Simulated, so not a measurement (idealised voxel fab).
This is a process module. Its name is voxel self aligned vias.
The cross-section shown here is cut; it is 270 nm wide and divided into square cells measuring 5 nm on a side.
When this document writes out a cross-section, it uses a grid of square cells and lists it as bands, beginning at the top and moving down, with a band standing for one or more rows of cells.
In this notation a band is specified by the heights of its top and bottom, in that order and in nm, after which its materials appear from left to right, each paired with its width in nm. The word "throughout" attached to a single material means that material fills the band from edge to edge; the word "blank" stands for empty space.
Zero point of the height axis is 0; under it, received wafer = one material. Lowest band: continues down indefinitely, "0..down".
So if you see something like "30..40" for the width, read it as the top row of the band sitting at the first number and the bottom row at the second, with every row in between moving by the same amount as the last.
"nothing was modified" (step): cross-section cells unchanged, all of them.
Closed-off voids of 8+ cells (no open route to the top) go in "Enclosed cavities", written width x height at distance from the left edge, in nm.
What comes after the settings on a step's line is commentary from the simulator itself on that step.
overlay nm: where the mask lay relative to plan, measured to the right, on steps with a mask; negatives go left.

THE STEPS PLANNED FOR THE PROCESS ARE AS FOLLOWS
1 RECEIVE | material Si
2 CONFORMAL_DEP | material SiO2 | thk nm 15
3 CONFORMAL_DEP | material SiCN | thk nm 5
4 DIRECTIONAL_DEP | material SiO2 | thk nm 25
5 MASKED_ETCH | tone open | mask id LINES | width nm 30 | pitch nm 80 | etch materials SiO2 | depth nm 25 | overlay nm 0
6 CONFORMAL_DEP | material TiN | thk nm 5
7 FILL_DEP | material W | thk nm 10
8 CMP | height nm 45
9 SELECTIVE_ETCH | etch materials W Ru TiN | depth nm 10
10 FILL_DEP | material SiN | thk nm 10
11 CMP | height nm 45
12 DIRECTIONAL_DEP | material SiO2 | thk nm 15
13 PATTERN | tone open | mask id VIAS | material resist | width nm 50 | pitch nm 80 | thk nm 20 | overlay nm 0
14 DIRECTIONAL_ETCH | etch materials SiO2 | depth nm 15
15 DIRECTIONAL_ETCH | etch materials SiN | depth nm 10
16 STRIP | etch materials resist
17 CONFORMAL_DEP | material TiN | thk nm 5
18 FILL_DEP | material W | thk nm 10
19 CMP | height nm 60
20 CONFORMAL_DEP | material SiCN | thk nm 5

CROSS-SECTION OF THE WAFER UPON ARRIVAL, REPRESENTING THE STATE REACHED AFTER STEP 1
- 0..down | Si throughout
- Enclosed cavities: none

WHAT THE WAFER LOOKS LIKE IN CROSS-SECTION AFTER THIS MODULE, WHEN IT STARTS AS SHOWN ABOVE AND FOLLOWS THE PLAN ABOVE BUT ONE MISTAKE IS MADE IN RUNNING IT
- 65..60 | SiCN throughout
- 60..40 | 70 SiO2 | 5 TiN | 40 W | 5 TiN | 30 SiO2 | 5 TiN | 40 W | 5 TiN | 70 SiO2
- 40..35 | 70 SiO2 | 50 TiN | 30 SiO2 | 50 TiN | 70 SiO2
- 35..25 | 70..80 SiO2 | 15..5 TiN | 20 W | 15..5 TiN | 30..50 SiO2 | 15..5 TiN | 20 W | 15..5 TiN | 70..80 SiO2
- 25..20 | 80 SiO2 | 30 TiN | 50 SiO2 | 30 TiN | 80 SiO2
- 20..15 | SiCN throughout
- 15..0 | SiO2 throughout
- 0..down | Si throughout
- Enclosed cavities: none
Nonconformance to the process plan: step 14 of the plan was performed twice
